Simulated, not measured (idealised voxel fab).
This is a process module. Its name is voxel plated lines.
The cross-section on display is named cut; it measures 185 nm wide, and its cells are 5 nm squares.
If you're reading a cross-section in this doc, picture square cells in a grid; it comes to you as bands, top ones listed first down to the bottom, and a band can be one or more rows of cells.
Top, bottom (nm), then materials left to right with widths (nm); lone material tagged "everywhere" fills the whole band edge to edge; "blank" = empty space.
Where do heights start? At 0: under that level the wafer as delivered is made of one material only. And the lowest band has no floor; it just carries on downward, as in "0 and below".
The notation "30 to 40" denotes a width that varies across the rows of cells in the band, beginning at the first number in the top row, finishing at the second number in the bottom row, and changing by an identical amount from each row to the next.
"nothing different" means the step left every cell of the cross-section as it was.
In the "Closed cavity list" entry, you get each enclosed empty space of 8 cells or more, one with no open way to the top, written width x height at distance, distance from the left edge, in nm.
Heads up: the bit after the settings on a step's line is the simulator's remark on that step.
If you see "overlay nm" on a step's line and that step has a mask, it's telling you how far right of where it was planned the mask ended up; a negative number means it went left instead.
**Planned step list for the process**
1: RECEIVE: material Si
2: CONFORMAL_DEP: material SiO2, thk nm 10
3: DIRECTIONAL_DEP: material TiN, thk nm 5
4: PATTERN: tone open, mask id LINES, material resist, width nm 15, pitch nm 35, thk nm 30, overlay nm 0
5: EPI: material Ru, thk nm 10
6: EPI: material Ru, thk nm 10
7: STRIP: etch materials resist
8: DIRECTIONAL_ETCH: etch materials TiN, depth nm 5
9: CONFORMAL_DEP: material SiO2, thk nm 5
**Incoming wafer, cross-sectional view, post step 1**
* 0 and below | Si everywhere
* Closed cavity list: none
**Cross-section taken at module completion on the first of two wafers; processed per the plan**
* 40 down to 35 | 25 nm blank; 25 nm SiO2; 10 nm blank; 25 nm SiO2; 10 nm blank; 25 nm SiO2; 10 nm blank; 25 nm SiO2; 30 nm blank
* 35 down to 15 | 25 nm blank; 5 nm SiO2; 15 nm Ru; 5 nm SiO2; 10 nm blank; 5 nm SiO2; 15 nm Ru; 5 nm SiO2; 10 nm blank; 5 nm SiO2; 15 nm Ru; 5 nm SiO2; 10 nm blank; 5 nm SiO2; 15 nm Ru; 5 nm SiO2; 30 nm blank
* 15 down to 10 | 30 nm SiO2; 15 nm TiN; 20 nm SiO2; 15 nm TiN; 20 nm SiO2; 15 nm TiN; 20 nm SiO2; 15 nm TiN; 35 nm SiO2
* 10 down to 0 | SiO2 everywhere
* 0 and below | Si everywhere
* Closed cavity list: none
**Cross-sectional view: second of two wafers, end of module; start and plan identical to the first, one mistake in running**
* 40 down to 35 | 25 nm blank; 25 nm SiO2; 10 nm blank; 25 nm SiO2; 10 nm blank; 25 nm SiO2; 10 nm blank; 25 nm SiO2; 30 nm blank
* 35 down to 20 | 25 nm blank; 5 nm SiO2; 15 nm Ru; 5 nm SiO2; 10 nm blank; 5 nm SiO2; 15 nm Ru; 5 nm SiO2; 10 nm blank; 5 nm SiO2; 15 nm Ru; 5 nm SiO2; 10 nm blank; 5 nm SiO2; 15 nm Ru; 5 nm SiO2; 30 nm blank
* 20 down to 15 | 30 nm SiO2; 15 nm Ru; 20 nm SiO2; 15 nm Ru; 20 nm SiO2; 15 nm Ru; 20 nm SiO2; 15 nm Ru; 35 nm SiO2
* 15 down to 10 | Ru everywhere
* 10 down to 0 | SiO2 everywhere
* 0 and below | Si everywhere
* Closed cavity list: none
Want to know what went wrong? step 3 did not happen as planned, as run it was DIRECTIONAL_DEP: material Ru, thk nm 5
In the final state, the cell counts of the second wafer exceed or fall short of those of the first for the following materials: 37 more of Ru | 8 fewer of SiO2 | 12 fewer of TiN
